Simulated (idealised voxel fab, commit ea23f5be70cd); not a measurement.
Proc. module: voxel self aligned contacts
230 nm wide, 5 nm square cells: that's cross-section cut.
Cross-sections here: square-cell grids, written as top-down lists of bands, a band being one or more rows of cells. What a band's entry tells you: where the top is and where the bottom is, as heights in nm, and after that what lies inside, material by material from left to right, each with its width in nm. Empty space is written as the word "blank", and a single material marked with the word "all across" occupies the band from edge to edge. Ref level 0: as-received wafer is one material below here. Bottom band extends down with no lower bound ("top 0, no bottom"). Width: "30..40" (first number = top row, second number = bottom row, same change from row to row of cells). Given "remained unchanged" for a step, no cell of the cross-section differs between before and after that step. "Enclosed voids": empty spaces of 8 cells or more with no open way to the top, each given as width x height at distance, distance from the left edge, all in nm. Where a step's line continues beyond its settings, the continuation is a remark by the simulator itself on that step. "overlay nm" denotes, for a step that has a mask, the displacement of the mask to the right of its planned place, with negative values corresponding to the left.

plan:
step 1: RECEIVE (material Si)
step 2: OXIDIZE (depth nm 5)
step 3: DIRECTIONAL_DEP (material polySi; thk nm 30)
step 4: DIRECTIONAL_DEP (material SiN; thk nm 20)
step 5: MASKED_ETCH (tone cover; mask id GATE; width nm 25; pitch nm 55; etch materials SiN; depth nm 20; overlay nm 0)
step 6: MASKED_ETCH (tone cover; mask id GATE; width nm 25; pitch nm 55; etch materials polySi; depth nm 30; overlay nm 0)
step 7: CONFORMAL_DEP (material SiN; thk nm 5)
step 8: DIRECTIONAL_ETCH (etch materials SiN; depth nm 5)
step 9: FILL_DEP (material SiO2; thk nm 15)
step 10: CMP (height nm 60)
step 11: PATTERN (tone open; mask id CONTACT; material resist; width nm 40; thk nm 15; overlay nm 0)
step 12: DIRECTIONAL_ETCH (etch materials SiO2; depth nm 65)
step 13: STRIP (etch materials resist)
step 14: CONFORMAL_DEP (material TiN; thk nm 5)
step 15: FILL_DEP (material Ru; thk nm 10)
step 16: CMP (height nm 60)
step 17: CONFORMAL_DEP (material SiCN; thk nm 5)

Cross-section of the wafer at receipt, which is the condition after step 1:
> top 0, no bottom = Si all across
> Enclosed voids: none

The first of the two wafers as seen in cross-section once the module was finished; processing followed the plan:
> top 65, bottom 60 = SiCN all across
> top 60, bottom 50 = SiO2: 95; TiN: 5..15; Ru: 30..10; TiN: 5..15; SiO2: 95
> top 50, bottom 30 = SiO2: 70; SiN: 35; TiN: 5; Ru: 10; TiN: 5; SiN: 35; SiO2: 70
> top 30, bottom 0 = SiO2: 70; SiN: 5; polySi: 25; SiN: 5; TiN: 5; Ru: 10; TiN: 5; SiN: 5; polySi: 25; SiN: 5; SiO2: 70
> top 0, bottom -5 = SiO2: 105; TiN: 20; SiO2: 105
> top -5, no bottom = Si all across
> Enclosed voids: none

Presented here is a cross-section of the second of the two wafers as it stood at the end of the module. It was started in the same manner and assigned the same plan as the first wafer; however, one mistake was made in its execution:
> top 65, bottom 60 = SiCN all across
> top 60, bottom 50 = SiO2: 95; TiN: 5..15; Ru: 30..10; TiN: 5..15; SiO2: 95
> top 50, bottom 30 = SiO2: 70; SiN: 35; TiN: 5; Ru: 10; TiN: 5; SiN: 35; SiO2: 70
> top 30, bottom 5 = SiO2: 70; SiN: 5; polySi: 25; SiN: 5; TiN: 5; Ru: 10; TiN: 5; SiN: 5; polySi: 25; SiN: 5; SiO2: 70
> top 5, bottom 0 = SiO2: 70; SiN: 5; polySi: 25; SiN: 5; TiN: 20; SiN: 5; polySi: 25; SiN: 5; SiO2: 70
> top 0, no bottom = Si all across
> Enclosed voids: none
What went wrong in running the wafer? step 2 was left out
Final wafer comparison in cells, second versus first, more or fewer per material: 2 fewer of Ru | 46 more of Si | 42 fewer of SiO2 | 2 fewer of TiN
